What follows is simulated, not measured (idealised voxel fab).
Herein follows the process module entitled voxel capacitor over wiring.
The width of the displayed cross-section, cut, is 275 nm; its cells are square, with a size of 5 nm.
Square cells in a grid make up a cross-section in this document, and the grid is given as bands, listed from the top down, each one or more rows of cells.
The entry gives the band's vertical extent as a top height and a bottom height in nm, then its horizontal make-up as materials from left to right, each with a width in nm. "blank" stands for empty space; a single material marked "throughout" fills the band edge to edge.
All heights in this document are referenced to 0, defined as the level beneath which the wafer, as received, consists entirely of one material. The lowest band is not bounded below; it extends indefinitely downward and is written in the form "0 nm and below".
Read "30..40" as a graded width: first number on top, second number at the bottom, same change between each pair of neighbouring rows.
Given "no alterations made" for a step, no cell of the cross-section differs between before and after that step.
The label "Fully sealed voids" introduces a list of the empty spaces, 8 cells or larger, that have no open way up to the top; each entry in it reads width x height at distance, where the distance is taken from the left edge and all three are stated in nm.
after a step's settings: what the simulator itself notes on the step
Among the settings permitted on a step's line is "overlay nm"; applied to a step with a mask, it specifies the extent to which the mask lay to the right of its planned position, whereas a negative figure signifies a position to the left.

[So here's the lineup of process steps we planned]
1 RECEIVE: material Si
2 CONFORMAL_DEP: material SiO2, thk nm 10
3 DIRECTIONAL_DEP: material TiN, thk nm 5
4 DIRECTIONAL_DEP: material W, thk nm 20
5 PATTERN: tone cover, mask id METAL_1, material resist, width nm 30, pitch nm 95, thk nm 15, overlay nm 0
6 DIRECTIONAL_ETCH: etch materials W, depth nm 20
7 DIRECTIONAL_ETCH: etch materials TiN, depth nm 5
8 STRIP: etch materials resist
9 FILL_DEP: material lowk, thk nm 10
10 CMP: height nm 35
11 CONFORMAL_DEP: material SiCN, thk nm 5
12 DIRECTIONAL_DEP: material lowk, thk nm 10
13 DIRECTIONAL_DEP: material aC, thk nm 15
14 PATTERN: tone open, mask id PLUG_1, material resist, width nm 15, thk nm 35, overlay nm 0
15 DIRECTIONAL_ETCH: etch materials aC, depth nm 15
16 STRIP: etch materials resist
17 DIRECTIONAL_ETCH: etch materials lowk, depth nm 10
18 DIRECTIONAL_ETCH: etch materials SiCN, depth nm 5
19 STRIP: etch materials aC
20 EPI: material Ru, thk nm 10
21 EPI: material Ru, thk nm 5
22 DIRECTIONAL_DEP: material TiN, thk nm 10
23 DIRECTIONAL_DEP: material SiN, thk nm 5
24 DIRECTIONAL_DEP: material TiN, thk nm 5
25 MASKED_ETCH: tone cover, mask id UPPER_PLATE, width nm 70, etch materials TiN, depth nm 5, overlay nm 0
26 MASKED_ETCH: tone cover, mask id UPPER_PLATE, width nm 70, etch materials SiN, depth nm 5, overlay nm 0
27 MASKED_ETCH: tone cover, mask id LOWER_PLATE, width nm 80, etch materials TiN, depth nm 10, overlay nm 0
28 FILL_DEP: material SiO2, thk nm 15
29 CMP: height nm 80
30 DIRECTIONAL_DEP: material aC, thk nm 10
31 PATTERN: tone open, mask id PLUG_2, material resist, width nm 15, thk nm 25, overlay nm 0
32 DIRECTIONAL_ETCH: etch materials aC, depth nm 10
33 STRIP: etch materials resist
34 DIRECTIONAL_ETCH: etch materials SiO2, depth nm 10
35 STRIP: etch materials aC
36 CONFORMAL_DEP: material TiN, thk nm 5
37 FILL_DEP: material Cu, thk nm 10
38 CMP: height nm 80
39 CONFORMAL_DEP: material SiCN, thk nm 5

[Of two wafers, the first: run according to plan]

[As-received wafer cross-section (after step 1)]
> 0 nm and below  Si throughout
> Fully sealed voids: none

[After step 2, in cross-section]
> 10 nm to 0 nm  SiO2 throughout
> Below 0, the layers are the same as they were.

[After step 3, in cross-section]
> 15 nm to 10 nm  TiN throughout
> Below 10, the layers are the same as they were.

[After step 4, in cross-section]
> 35 nm to 15 nm  W throughout
> Below 15, the layers are the same as they were.

[After step 5, in cross-section]
> 50 nm to 35 nm  blank=75, then resist=30, then blank=65, then resist=30, then blank=75
> Below 35, the layers are the same as they were.

[After step 6, in cross-section]
> 50 nm to 35 nm  blank=75, then resist=30, then blank=65, then resist=30, then blank=75
> 35 nm to 15 nm  blank=75, then W=30, then blank=65, then W=30, then blank=75
> Below 15, the layers are the same as they were.

[After step 7, in cross-section]
> 50 nm to 35 nm  blank=75, then resist=30, then blank=65, then resist=30, then blank=75
> 35 nm to 15 nm  blank=75, then W=30, then blank=65, then W=30, then blank=75
> 15 nm to 10 nm  blank=75, then TiN=30, then blank=65, then TiN=30, then blank=75
> Below 10, the layers are the same as they were.

[After step 8, in cross-section]
> 35 nm to 15 nm  blank=75, then W=30, then blank=65, then W=30, then blank=75
> Below 15, the layers are the same as they were.

[After step 9, in cross-section]
> 45 nm to 35 nm  lowk throughout
> 35 nm to 15 nm  lowk=75, then W=30, then lowk=65, then W=30, then lowk=75
> 15 nm to 10 nm  lowk=75, then TiN=30, then lowk=65, then TiN=30, then lowk=75
> Below 10, the layers are the same as they were.

[After step 10, in cross-section]
> 35 nm to 15 nm  lowk=75, then W=30, then lowk=65, then W=30, then lowk=75
> Below 15, the layers are the same as they were.

[After step 11, in cross-section]
> 40 nm to 35 nm  SiCN throughout
> Below 35, the layers are the same as they were.

[After step 12, in cross-section]
> 50 nm to 40 nm  lowk throughout
> Below 40, the layers are the same as they were.

[After step 13, in cross-section]
> 65 nm to 50 nm  aC throughout
> Below 50, the layers are the same as they were.

[After step 14, in cross-section]
> 100 nm to 65 nm  resist=90, then blank=15, then resist=170
> Below 65, the layers are the same as they were.

[After step 15, in cross-section]
> 85 nm to 65 nm  resist=90, then blank=15, then resist=170
> 65 nm to 50 nm  aC=90, then blank=15, then aC=170
> Below 50, the layers are the same as they were.

[After step 16, in cross-section]
> 65 nm to 50 nm  aC=90, then blank=15, then aC=170
> Below 50, the layers are the same as they were.

[After step 17, in cross-section]
> 65 nm to 50 nm  aC=90, then blank=15, then aC=170
> 50 nm to 40 nm  lowk=90, then blank=15, then lowk=170
> Below 40, the layers are the same as they were.

[After step 18, in cross-section]
> 65 nm to 50 nm  aC=90, then blank=15, then aC=170
> 50 nm to 40 nm  lowk=90, then blank=15, then lowk=170
> 40 nm to 35 nm  SiCN=90, then blank=15, then SiCN=170
> Below 35, the layers are the same as they were.

[After step 19, in cross-section]
> 50 nm to 40 nm  lowk=90, then blank=15, then lowk=170
> Below 40, the layers are the same as they were.

[After step 20, in cross-section]
> 50 nm to 45 nm  lowk=90, then blank=15, then lowk=170
> 45 nm to 40 nm  lowk=90, then Ru=15, then lowk=170
> 40 nm to 35 nm  SiCN=90, then Ru=15, then SiCN=170
> Below 35, the layers are the same as they were.

[After step 21, in cross-section]
> 50 nm to 40 nm  lowk=90, then Ru=15, then lowk=170
> Below 40, the layers are the same as they were.

[After step 22, in cross-section]
> 60 nm to 50 nm  TiN throughout
> Below 50, the layers are the same as they were.

[After step 23, in cross-section]
> 65 nm to 60 nm  SiN throughout
> Below 60, the layers are the same as they were.

[After step 24, in cross-section]
> 70 nm to 65 nm  TiN throughout
> Below 65, the layers are the same as they were.

[After step 25, in cross-section]
> 70 nm to 65 nm  blank=90, then TiN=70, then blank=115
> Below 65, the layers are the same as they were.

[After step 26, in cross-section]
> 70 nm to 65 nm  blank=90, then TiN=70, then blank=115
> 65 nm to 60 nm  blank=90, then SiN=70, then blank=115
> Below 60, the layers are the same as they were.

[After step 27, in cross-section]
> 70 nm to 65 nm  blank=90, then TiN=70, then blank=115
> 65 nm to 60 nm  blank=90, then SiN=70, then blank=115
> 60 nm to 50 nm  blank=85, then TiN=80, then blank=110
> Below 50, the layers are the same as they were.

[After step 28, in cross-section]
> 85 nm to 70 nm  SiO2 throughout
> 70 nm to 65 nm  SiO2=90, then TiN=70, then SiO2=115
> 65 nm to 60 nm  SiO2=90, then SiN=70, then SiO2=115
> 60 nm to 50 nm  SiO2=85, then TiN=80, then SiO2=110
> Below 50, the layers are the same as they were.

[After step 29, in cross-section]
> 80 nm to 70 nm  SiO2 throughout
> Below 70, the layers are the same as they were.

[After step 30, in cross-section]
> 90 nm to 80 nm  aC throughout
> Below 80, the layers are the same as they were.

[After step 31, in cross-section]
> 115 nm to 90 nm  resist=100, then blank=15, then resist=160
> Below 90, the layers are the same as they were.

[After step 32, in cross-section]
> 105 nm to 90 nm  resist=100, then blank=15, then resist=160
> 90 nm to 80 nm  aC=100, then blank=15, then aC=160
> Below 80, the layers are the same as they were.

[After step 33, in cross-section]
> 90 nm to 80 nm  aC=100, then blank=15, then aC=160
> Below 80, the layers are the same as they were.

[After step 34, in cross-section]
> 90 nm to 80 nm  aC=100, then blank=15, then aC=160
> 80 nm to 70 nm  SiO2=100, then blank=15, then SiO2=160
> Below 70, the layers are the same as they were.

[After step 35, in cross-section]
> 80 nm to 70 nm  SiO2=100, then blank=15, then SiO2=160
> Below 70, the layers are the same as they were.

[After step 36, in cross-section]
> 85 nm to 80 nm  TiN=105, then blank=5, then TiN=165
> 80 nm to 75 nm  SiO2=100, then TiN=5, then blank=5, then TiN=5, then SiO2=160
> 75 nm to 65 nm  SiO2=100..90, then TiN=15..70, then SiO2=160..115
> Below 65, the layers are the same as they were.

[After step 37, in cross-section]
> 95 nm to 85 nm  Cu throughout
> 85 nm to 80 nm  TiN=105, then Cu=5, then TiN=165
> 80 nm to 75 nm  SiO2=100, then TiN=5, then Cu=5, then TiN=5, then SiO2=160
> Below 75, the layers are the same as they were.

[After step 38, in cross-section]
> 80 nm to 75 nm  SiO2=100, then TiN=5, then Cu=5, then TiN=5, then SiO2=160
> Below 75, the layers are the same as they were.

[After step 39, in cross-section]
> 85 nm to 80 nm  SiCN throughout
> Below 80, the layers are the same as they were.

[Second wafer: same start and same plan as the first, one execution error; identical to the first through step 1]

Second wafer at the planned finish of step 2, seen in cross-section: no alterations made

[Second wafer at the planned finish of step 3, seen in cross-section]
> 5 nm to 0 nm  TiN throughout
> Below 0, the layers are the same as they were.

[Second wafer at the planned finish of step 4, seen in cross-section]
> 25 nm to 5 nm  W throughout
> Below 5, the layers are the same as they were.

[Second wafer at the planned finish of step 5, seen in cross-section]
> 40 nm to 25 nm  blank=75, then resist=30, then blank=65, then resist=30, then blank=75
> Below 25, the layers are the same as they were.

[Second wafer at the planned finish of step 6, seen in cross-section]
> 40 nm to 25 nm  blank=75, then resist=30, then blank=65, then resist=30, then blank=75
> 25 nm to 5 nm  blank=75, then W=30, then blank=65, then W=30, then blank=75
> Below 5, the layers are the same as they were.

[Second wafer at the planned finish of step 7, seen in cross-section]
> 40 nm to 25 nm  blank=75, then resist=30, then blank=65, then resist=30, then blank=75
> 25 nm to 5 nm  blank=75, then W=30, then blank=65, then W=30, then blank=75
> 5 nm to 0 nm  blank=75, then TiN=30, then blank=65, then TiN=30, then blank=75
> Below 0, the layers are the same as they were.

[Second wafer at the planned finish of step 8, seen in cross-section]
> 25 nm to 5 nm  blank=75, then W=30, then blank=65, then W=30, then blank=75
> Below 5, the layers are the same as they were.

[Second wafer at the planned finish of step 9, seen in cross-section]
> 35 nm to 25 nm  lowk throughout
> 25 nm to 5 nm  lowk=75, then W=30, then lowk=65, then W=30, then lowk=75
> 5 nm to 0 nm  lowk=75, then TiN=30, then lowk=65, then TiN=30, then lowk=75
> Below 0, the layers are the same as they were.

Second wafer at the planned finish of step 10, seen in cross-section: no alterations made

[Second wafer at the planned finish of step 11, seen in cross-section]
> 40 nm to 35 nm  SiCN throughout
> Below 35, the layers are the same as they were.

[Second wafer at the planned finish of step 12, seen in cross-section]
> 50 nm to 40 nm  lowk throughout
> Below 40, the layers are the same as they were.

[Second wafer at the planned finish of step 13, seen in cross-section]
> 65 nm to 50 nm  aC throughout
> Below 50, the layers are the same as they were.

[Second wafer at the planned finish of step 14, seen in cross-section]
> 100 nm to 65 nm  resist=90, then blank=15, then resist=170
> Below 65, the layers are the same as they were.

[Second wafer at the planned finish of step 15, seen in cross-section]
> 85 nm to 65 nm  resist=90, then blank=15, then resist=170
> 65 nm to 50 nm  aC=90, then blank=15, then aC=170
> Below 50, the layers are the same as they were.

[Second wafer at the planned finish of step 16, seen in cross-section]
> 65 nm to 50 nm  aC=90, then blank=15, then aC=170
> Below 50, the layers are the same as they were.

[Second wafer at the planned finish of step 17, seen in cross-section]
> 65 nm to 50 nm  aC=90, then blank=15, then aC=170
> 50 nm to 40 nm  lowk=90, then blank=15, then lowk=170
> Below 40, the layers are the same as they were.

[Second wafer at the planned finish of step 18, seen in cross-section]
> 65 nm to 50 nm  aC=90, then blank=15, then aC=170
> 50 nm to 40 nm  lowk=90, then blank=15, then lowk=170
> 40 nm to 35 nm  SiCN=90, then blank=15, then SiCN=170
> Below 35, the layers are the same as they were.

[Second wafer at the planned finish of step 19, seen in cross-section]
> 50 nm to 40 nm  lowk=90, then blank=15, then lowk=170
> Below 40, the layers are the same as they were.

Second wafer at the planned finish of step 20, seen in cross-section: no alterations made

Second wafer at the planned finish of step 21, seen in cross-section: no alterations made

[Second wafer at the planned finish of step 22, seen in cross-section]
> 60 nm to 50 nm  TiN=90, then blank=15, then TiN=170
> 50 nm to 45 nm  lowk=90, then blank=15, then lowk=170
> 45 nm to 40 nm  lowk=90, then TiN=15, then lowk=170
> 40 nm to 35 nm  SiCN=90, then TiN=15, then SiCN=170
> Below 35, the layers are the same as they were.

[Second wafer at the planned finish of step 23, seen in cross-section]
> 65 nm to 60 nm  SiN=90, then blank=15, then SiN=170
> 60 nm to 50 nm  TiN=90, then blank=15, then TiN=170
> 50 nm to 45 nm  lowk=90, then SiN=15, then lowk=170
> Below 45, the layers are the same as they were.

[Second wafer at the planned finish of step 24, seen in cross-section]
> 70 nm to 65 nm  TiN=90, then blank=15, then TiN=170
> 65 nm to 60 nm  SiN=90, then blank=15, then SiN=170
> 60 nm to 55 nm  TiN=90, then blank=15, then TiN=170
> 55 nm to 50 nm  TiN throughout
> Below 50, the layers are the same as they were.

[Second wafer at the planned finish of step 25, seen in cross-section]
> 70 nm to 65 nm  blank=105, then TiN=55, then blank=115
> Below 65, the layers are the same as they were.

[Second wafer at the planned finish of step 26, seen in cross-section]
> 70 nm to 65 nm  blank=105, then TiN=55, then blank=115
> 65 nm to 60 nm  blank=105, then SiN=55, then blank=115
> Below 60, the layers are the same as they were.

[Second wafer at the planned finish of step 27, seen in cross-section]
> 70 nm to 65 nm  blank=105, then TiN=55, then blank=115
> 65 nm to 60 nm  blank=105, then SiN=55, then blank=115
> 60 nm to 55 nm  blank=85, then TiN=5, then blank=15, then TiN=60, then blank=110
> 55 nm to 50 nm  blank=85, then TiN=80, then blank=110
> Below 50, the layers are the same as they were.

[Second wafer at the planned finish of step 28, seen in cross-section]
> 85 nm to 70 nm  SiO2 throughout
> 70 nm to 65 nm  SiO2=105, then TiN=55, then SiO2=115
> 65 nm to 60 nm  SiO2=105, then SiN=55, then SiO2=115
> 60 nm to 55 nm  SiO2=85, then TiN=5, then SiO2=15, then TiN=60, then SiO2=110
> 55 nm to 50 nm  SiO2=85, then TiN=80, then SiO2=110
> Below 50, the layers are the same as they were.

[Second wafer at the planned finish of step 29, seen in cross-section]
> 80 nm to 70 nm  SiO2 throughout
> Below 70, the layers are the same as they were.

[Second wafer at the planned finish of step 30, seen in cross-section]
> 90 nm to 80 nm  aC throughout
> Below 80, the layers are the same as they were.

[Second wafer at the planned finish of step 31, seen in cross-section]
> 115 nm to 90 nm  resist=100, then blank=15, then resist=160
> Below 90, the layers are the same as they were.

[Second wafer at the planned finish of step 32, seen in cross-section]
> 105 nm to 90 nm  resist=100, then blank=15, then resist=160
> 90 nm to 80 nm  aC=100, then blank=15, then aC=160
> Below 80, the layers are the same as they were.

[Second wafer at the planned finish of step 33, seen in cross-section]
> 90 nm to 80 nm  aC=100, then blank=15, then aC=160
> Below 80, the layers are the same as they were.

[Second wafer at the planned finish of step 34, seen in cross-section]
> 90 nm to 80 nm  aC=100, then blank=15, then aC=160
> 80 nm to 70 nm  SiO2=100, then blank=15, then SiO2=160
> Below 70, the layers are the same as they were.

[Second wafer at the planned finish of step 35, seen in cross-section]
> 80 nm to 70 nm  SiO2=100, then blank=15, then SiO2=160
> Below 70, the layers are the same as they were.

[Second wafer at the planned finish of step 36, seen in cross-section]
> 85 nm to 80 nm  TiN=105, then blank=5, then TiN=165
> 80 nm to 75 nm  SiO2=100, then TiN=5, then blank=5, then TiN=5, then SiO2=160
> 75 nm to 65 nm  SiO2=100..105, then TiN=15..55, then SiO2=160..115
> Below 65, the layers are the same as they were.

[Second wafer at the planned finish of step 37, seen in cross-section]
> 95 nm to 85 nm  Cu throughout
> 85 nm to 80 nm  TiN=105, then Cu=5, then TiN=165
> 80 nm to 75 nm  SiO2=100, then TiN=5, then Cu=5, then TiN=5, then SiO2=160
> Below 75, the layers are the same as they were.

[Second wafer at the planned finish of step 38, seen in cross-section]
> 80 nm to 75 nm  SiO2=100, then TiN=5, then Cu=5, then TiN=5, then SiO2=160
> Below 75, the layers are the same as they were.

[Second wafer at the planned finish of step 39, seen in cross-section]
> 85 nm to 80 nm  SiCN throughout
> Below 80, the layers are the same as they were.
Where did the run depart from the plan? it should be noted that step 2 of the plan was omitted and was not performed
Final wafer comparison in cells, second versus first, more or fewer per material: -9 Ru, -101 SiO2, +110 lowk
